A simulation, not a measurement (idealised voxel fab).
Name of the process module below: voxel self aligned vias
Pictured: cross-section cut, 155 nm wide, on a grid of 5 nm square cells.
Cross-section = grid of square cells, listed top down in bands; band = one or more rows.
What a band's entry tells you: where the top is and where the bottom is, as heights in nm, and after that what lies inside, material by material from left to right, each with its width in nm. Empty space is written as the word "air", and a single material marked with the word "edge to edge" occupies the band from edge to edge.
Convention: height 0 is the level below which the wafer, as received, is all one material. The lowest band does not terminate at the bottom but continues downward, represented as "top 0, no bottom".
You'd read "30 to 40" like this: the band's top row of cells is as wide as the first number, its bottom row is as wide as the second, and going down, every row changes width by the same amount as the row before did.
"nothing was modified" means the step left every cell of the cross-section as it was.
"Enclosed void inventory": empty spaces of 8 cells or more with no open way to the top, each given as width x height at distance, distance from the left edge, all in nm.
Where a step's line continues beyond its settings, the continuation is a remark by the simulator itself on that step.
When a step includes a mask, the "overlay nm" setting on its line states how far to the right of its planned place that mask lay, and negative values state how far to the left.

### The planned process steps are enumerated hereunder
- 1: RECEIVE: material Si
- 2: CONFORMAL_DEP: material SiO2, thk nm 10
- 3: CONFORMAL_DEP: material SiCN, thk nm 5
- 4: DIRECTIONAL_DEP: material lowk, thk nm 25
- 5: DIRECTIONAL_DEP: material aC, thk nm 15
- 6: PATTERN: tone open, mask id LINES, material resist, width nm 20, pitch nm 70, thk nm 35, overlay nm 0
- 7: DIRECTIONAL_ETCH: etch materials aC, depth nm 15
- 8: STRIP: etch materials resist
- 9: DIRECTIONAL_ETCH: etch materials lowk, depth nm 25
- 10: STRIP: etch materials aC
- 11: CONFORMAL_DEP: material TiN, thk nm 5
- 12: FILL_DEP: material Ru, thk nm 5
- 13: CMP: height nm 40
- 14: SELECTIVE_ETCH: etch materials W Ru TiN, depth nm 5
- 15: FILL_DEP: material SiN, thk nm 10
- 16: CMP: height nm 40
- 17: DIRECTIONAL_DEP: material lowk, thk nm 15
- 18: MASKED_ETCH: tone open, mask id VIAS, width nm 40, etch materials lowk, depth nm 15, overlay nm 0
- 19: MASKED_ETCH: tone open, mask id VIAS, width nm 40, etch materials SiN, depth nm 5, overlay nm 0
- 20: CONFORMAL_DEP: material TiN, thk nm 5
- 21: FILL_DEP: material Cu, thk nm 10
- 22: CMP: height nm 55
- 23: CONFORMAL_DEP: material SiN, thk nm 5

### Step 1 complete: cross-section of the wafer as received
- top 0, no bottom = Si edge to edge
- Enclosed void inventory: none

### End-of-module XS, first of two wafers, run as planned
- top 60, bottom 55 = SiN edge to edge
- top 55, bottom 45 = 20 nm lowk  5 nm TiN  30 nm Cu  5 nm TiN  95 nm lowk
- top 45, bottom 40 = 20 nm lowk  15 nm TiN  10 nm Cu  15 nm TiN  95 nm lowk
- top 40, bottom 35 = 30 nm lowk  20 nm TiN  50 nm lowk  20 nm SiN  35 nm lowk
- top 35, bottom 20 = 30 nm lowk  5 nm TiN  10 nm Ru  5 nm TiN  50 nm lowk  5 nm TiN  10 nm Ru  5 nm TiN  35 nm lowk
- top 20, bottom 15 = 30 nm lowk  20 nm TiN  50 nm lowk  20 nm TiN  35 nm lowk
- top 15, bottom 10 = SiCN edge to edge
- top 10, bottom 0 = SiO2 edge to edge
- top 0, no bottom = Si edge to edge
- Enclosed void inventory: none

### Cross-sectional view of the second of two wafers upon completion of the module. This wafer shared its starting condition and process plan with the first; one error was made during its execution
- top 60, bottom 55 = SiN edge to edge
- top 55, bottom 40 = 20 nm lowk  5 nm TiN  30 nm Cu  5 nm TiN  95 nm lowk
- top 40, bottom 35 = 20 nm SiN  40 nm TiN  95 nm SiN
- top 35, bottom 15 = 30 nm lowk  5 nm TiN  10 nm Ru  5 nm TiN  50 nm lowk  5 nm TiN  10 nm Ru  5 nm TiN  35 nm lowk
- top 15, bottom 10 = 30 nm lowk  20 nm TiN  50 nm lowk  20 nm TiN  35 nm lowk
- top 10, bottom 0 = SiO2 edge to edge
- top 0, no bottom = Si edge to edge
- Enclosed void inventory: none
Processing error: it should be noted that step 3 of the plan was omitted and was not performed
Bottom line after processing is that, in cells, the second wafer is up or down on some materials versus the first: 4 more of Cu | 4 more of Ru | 31 fewer of SiCN | 19 more of SiN | 4 more of TiN
